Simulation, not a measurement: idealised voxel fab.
Process module heading - voxel fin reveal
Section cut is 215 nm wide and gridded with 5 nm square cells.
Each cross-section below is a grid of square cells, stated as bands in top-down order, with one or more rows of cells making up each band. Quick guide to a band line: top height, bottom height (nm) up front; then every material left to right with its width in nm. Only one material and it's marked "full width"? Then it fills the band edge to edge. And "blank" just means empty space. Below 0: as-received wafer, all one material; heights counted from there. Lowest band: no bottom, goes on down, written "0 -> down". The width entry "30..40" should be interpreted row by row: the top row of cells in the band takes the first number, the bottom row takes the second number, and the change between adjacent rows is uniform throughout. "nothing different", as given for a step, is the statement that not any cell of the cross-section underwent a change during that step. You'll see "Trapped voids" listing empty spaces that have no way open to the top, as long as they're 8 cells or more; the notation is width x height at distance, where the distance is from the left edge, and all of it is in nm. Where a step's line continues beyond its settings, the continuation is a remark by the simulator itself on that step. Steps that use a mask can have "overlay nm" on their line. It says how far the mask sat to the right of where it was meant to be. Negative means to the left.

Here's what the planned process steps look like
1. RECEIVE, material Si
2. CONFORMAL_DEP, material SiN, thk nm 5
3. PATTERN, tone cover, mask id FINS, material resist, width nm 15, pitch nm 45, thk nm 15, overlay nm 0
4. DIRECTIONAL_ETCH, etch materials SiN, depth nm 5
5. DIRECTIONAL_ETCH, etch materials Si, depth nm 30
6. STRIP, etch materials resist
7. FILL_DEP, material SiO2, thk nm 10
8. CMP, height nm 5
9. SELECTIVE_ETCH, etch materials SiO2, depth nm 20
10. STRIP, etch materials SiN

First out of two wafers; run went to plan

Delivered wafer in cross-section: state after step 1
> 0 -> down  Si full width
> Trapped voids: none

Cross-section through the wafer, step 2 finished
> 5 -> 0  SiN full width
> Everything below 0 is unchanged.

Cross-section through the wafer, step 3 finished
> 20 -> 5  blank=75  resist=15  blank=30  resist=15  blank=80
> Everything below 5 is unchanged.

Cross-section through the wafer, step 4 finished
> 20 -> 5  blank=75  resist=15  blank=30  resist=15  blank=80
> 5 -> 0  blank=75  SiN=15  blank=30  SiN=15  blank=80
> Everything below 0 is unchanged.

Cross-section through the wafer, step 5 finished
> 20 -> 5  blank=75  resist=15  blank=30  resist=15  blank=80
> 5 -> 0  blank=75  SiN=15  blank=30  SiN=15  blank=80
> 0 -> -30  blank=75  Si=15  blank=30  Si=15  blank=80
> Everything below -30 is unchanged.

Cross-section through the wafer, step 6 finished
> 5 -> 0  blank=75  SiN=15  blank=30  SiN=15  blank=80
> Everything below 0 is unchanged.

Cross-section through the wafer, step 7 finished
> 15 -> 5  SiO2 full width
> 5 -> 0  SiO2=75  SiN=15  SiO2=30  SiN=15  SiO2=80
> 0 -> -30  SiO2=75  Si=15  SiO2=30  Si=15  SiO2=80
> Everything below -30 is unchanged.

Cross-section through the wafer, step 8 finished
> 5 -> 0  SiO2=75  SiN=15  SiO2=30  SiN=15  SiO2=80
> Everything below 0 is unchanged.

Cross-section through the wafer, step 9 finished
> 5 -> 0  blank=75  SiN=15  blank=30  SiN=15  blank=80
> 0 -> -15  blank=75  Si=15  blank=30  Si=15  blank=80
> Everything below -15 is unchanged.

Cross-section through the wafer, step 10 finished
> 0 -> -15  blank=75  Si=15  blank=30  Si=15  blank=80
> Everything below -15 is unchanged.

The second wafer began exactly as the first did and followed the same plan, but one mistake was made while running it; through step 4 inclusive, the two wafers are identical

Cross-section of the second wafer at the time step 5 of the plan should have ended
> 20 -> 5  blank=75  resist=15  blank=30  resist=15  blank=80
> 5 -> 0  blank=75  SiN=15  blank=30  SiN=15  blank=80
> 0 -> -25  blank=75  Si=15  blank=30  Si=15  blank=80
> Everything below -25 is unchanged.

Cross-section of the second wafer at the time step 6 of the plan should have ended
> 5 -> 0  blank=75  SiN=15  blank=30  SiN=15  blank=80
> Everything below 0 is unchanged.

Cross-section of the second wafer at the time step 7 of the plan should have ended
> 15 -> 5  SiO2 full width
> 5 -> 0  SiO2=75  SiN=15  SiO2=30  SiN=15  SiO2=80
> 0 -> -25  SiO2=75  Si=15  SiO2=30  Si=15  SiO2=80
> Everything below -25 is unchanged.

Cross-section of the second wafer at the time step 8 of the plan should have ended
> 5 -> 0  SiO2=75  SiN=15  SiO2=30  SiN=15  SiO2=80
> Everything below 0 is unchanged.

Cross-section of the second wafer at the time step 9 of the plan should have ended
> 5 -> 0  blank=75  SiN=15  blank=30  SiN=15  blank=80
> 0 -> -15  blank=75  Si=15  blank=30  Si=15  blank=80
> Everything below -15 is unchanged.

Cross-section of the second wafer at the time step 10 of the plan should have ended
> 0 -> -15  blank=75  Si=15  blank=30  Si=15  blank=80
> Everything below -15 is unchanged.
What broke from the plan during processing? for step 5, the planned setting was not used; the step was instead run as DIRECTIONAL_ETCH, etch materials Si, depth nm 25
Counted in cells at the end, the second wafer holds more or fewer of these materials than the first: Si: 37 more | SiO2: 37 fewer
